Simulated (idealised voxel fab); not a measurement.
Title: Process Module voxel spacer lines
FYI the section here is cut, 200 nm wide, cells are 5 nm squares.
This document writes a cross-section as a grid whose cells are square, and gives it as bands, listed from the top down; one or more rows of cells form a band.
The entry gives the band's vertical extent as a top height and a bottom height in nm, then its horizontal make-up as materials from left to right, each with a width in nm. "empty" stands for empty space; a single material marked "edge to edge" fills the band edge to edge.
All heights in this document are referenced to 0, defined as the level beneath which the wafer, as received, consists entirely of one material. The lowest band is not bounded below; it extends indefinitely downward and is written in the form "z 0 and below".
The two numbers in a width such as "30..40" mark its ends across the band: the first belongs to the top row of cells, the second to the bottom row, and from each row to the next the width moves by the same amount.
You'll sometimes find "changes: none" written for a step, and that's the way of saying that nowhere in the cross-section did a cell change during that step.
In the "Enclosed internal cavities" entry, you get each enclosed empty space of 8 cells or more, one with no open way to the top, written width x height at distance, distance from the left edge, in nm.
Formally, on a step line, whatever follows the settings is a remark that the simulator itself makes on the step.
overlay nm: on a step with a mask, how far right of its planned place the mask lay; negative means left.
[Process steps (planned)]
1) RECEIVE with material Si
2) CONFORMAL_DEP with material Al2O3, thk nm 10
3) DIRECTIONAL_DEP with material TiN, thk nm 15
4) DIRECTIONAL_DEP with material aC, thk nm 20
5) PATTERN with tone cover, mask id MANDREL, material resist, width nm 25, pitch nm 70, thk nm 25, overlay nm 0
6) DIRECTIONAL_ETCH with etch materials aC, depth nm 20
7) STRIP with etch materials resist
8) CONFORMAL_DEP with material SiO2, thk nm 10
9) DIRECTIONAL_ETCH with etch materials SiO2, depth nm 10
10) STRIP with etch materials aC
11) DIRECTIONAL_ETCH with etch materials TiN, depth nm 15
12) STRIP with etch materials SiO2
[Cross-section, incoming material, after step 1]
z 0 and below: Si edge to edge
Enclosed internal cavities: none
[Below is the wafer in cross-section after the module was completed. It began from the starting point shown above and followed the plan shown above, except that one mistake was made while running it]
z 30 to 10: aC edge to edge
z 10 to 0: Al2O3 edge to edge
z 0 and below: Si edge to edge
Enclosed internal cavities: none
It is concluded that the wafer was processed incorrectly with respect to the plan, in that ran 3 and 4 in swapped order versus the plan
